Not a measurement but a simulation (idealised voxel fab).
Herein follows the process module entitled voxel wiring stack.
140 nm wide, 5 nm square cells: that's cross-section cut.
In what follows, cross-sections appear as grids of square cells, described through bands that run from the top down, where every band is one or more rows of cells. It is stipulated that each band's entry specify, in nanometres, the height of the top of the band and then that of its bottom, followed by the materials of the band in left-to-right sequence, each together with its width in nanometres. A single material marked by the word "throughout" is understood to fill the band from edge to edge; the word "empty" is understood to denote empty space. Zero point of the height axis is 0; under it, received wafer = one material. Lowest band: continues down indefinitely, "0 down". You'd read "30 to 40" like this: the band's top row of cells is as wide as the first number, its bottom row is as wide as the second, and going down, every row changes width by the same amount as the row before did. "nothing changed" means the step left every cell of the cross-section as it was. Empty spaces counting at least 8 cells and having no open way to the top are listed in "Closed internal cavities". The notation width x height at distance is used for each, the distance being from the left edge and all three values in nm. Past the settings on a step's line: simulator remark, on that step. overlay nm: mask right of planned place by this much (step with mask). Neg. = left.
THE FOLLOWING LIST GIVES THE PLANNED PROCESS STEPS
1: RECEIVE (material Si)
2: CONFORMAL_DEP (material SiO2; thk nm 10)
3: DIRECTIONAL_DEP (material TiN; thk nm 5)
4: DIRECTIONAL_DEP (material W; thk nm 25)
5: MASKED_ETCH (tone cover; mask id METAL_1; width nm 25; pitch nm 45; etch materials W; depth nm 25; overlay nm 0)
6: MASKED_ETCH (tone cover; mask id METAL_1; width nm 25; pitch nm 45; etch materials TiN; depth nm 5; overlay nm 0)
7: FILL_DEP (material SiO2; thk nm 5)
8: CMP (height nm 40)
9: CONFORMAL_DEP (material SiCN; thk nm 5)
10: DIRECTIONAL_DEP (material SiO2; thk nm 30)
11: PATTERN (tone open; mask id METAL_2_HOLES; material resist; width nm 15; pitch nm 45; thk nm 20; overlay nm 0)
12: DIRECTIONAL_ETCH (etch materials SiO2; depth nm 30)
13: STRIP (etch materials resist)
14: MASKED_ETCH (tone open; mask id METAL_2; width nm 15; pitch nm 45; etch materials SiO2; depth nm 20; overlay nm 0)
15: MASKED_ETCH (tone open; mask id METAL_2; width nm 25; pitch nm 45; etch materials SiCN; depth nm 5; overlay nm 0)
16: CONFORMAL_DEP (material TiN; thk nm 5)
17: FILL_DEP (material Cu; thk nm 10)
18: CMP (height nm 75)
19: CONFORMAL_DEP (material SiCN; thk nm 5)
20: DIRECTIONAL_DEP (material lowk; thk nm 10)
21: MASKED_ETCH (tone open; mask id PLUG_2; width nm 15; pitch nm 45; etch materials lowk; depth nm 10; overlay nm 0)
22: MASKED_ETCH (tone open; mask id PLUG_2; width nm 15; pitch nm 45; etch materials SiCN; depth nm 5; overlay nm 0)
23: EPI (material Ru; thk nm 10)
24: EPI (material Ru; thk nm 5)
25: DIRECTIONAL_DEP (material TiN; thk nm 5)
26: DIRECTIONAL_DEP (material W; thk nm 15)
27: DIRECTIONAL_DEP (material aC; thk nm 15)
28: PATTERN (tone cover; mask id METAL_3; material resist; width nm 25; pitch nm 45; thk nm 30; overlay nm 0)
29: DIRECTIONAL_ETCH (etch materials aC; depth nm 15)
30: STRIP (etch materials resist)
31: DIRECTIONAL_ETCH (etch materials W; depth nm 15)
32: DIRECTIONAL_ETCH (etch materials TiN; depth nm 5)
33: STRIP (etch materials aC)
34: CONFORMAL_DEP (material SiN; thk nm 5)
35: FILL_DEP (material SiO2; thk nm 5)
36: CMP (height nm 110)
37: CONFORMAL_DEP (material SiCN; thk nm 5)
Variable across wafers: step 14 width nm (plan value is that of the first wafer; starting state common to all).
AFTER STEP 1, AS RECEIVED: FIRST OF SEVERAL WAFERS, CROSS-SECTION
  0 down = Si throughout
  Closed internal cavities: none
WAFER ROWS; END OF MODULE; CELLS PER MATERIAL SINCE RECEIPT: (+) GAINED, (-) LOST; THEN CLOSED VOIDS
width nm 15; +18 Cu; +18 Ru; +72 SiCN; +30 SiN; +330 SiO2; +52 TiN; +80 W; +44 lowk; Closed internal cavities: none
width nm 20; +24 Cu; +18 Ru; +72 SiCN; +30 SiN; +322 SiO2; +54 TiN; +80 W; +44 lowk; Closed internal cavities: none
width nm 25; +24 Cu; +18 Ru; +72 SiCN; +30 SiN; +322 SiO2; +54 TiN; +80 W; +44 lowk; Closed internal cavities: none
width nm 30; +30 Cu; +18 Ru; +72 SiCN; +30 SiN; +314 SiO2; +56 TiN; +80 W; +44 lowk; Closed internal cavities: none
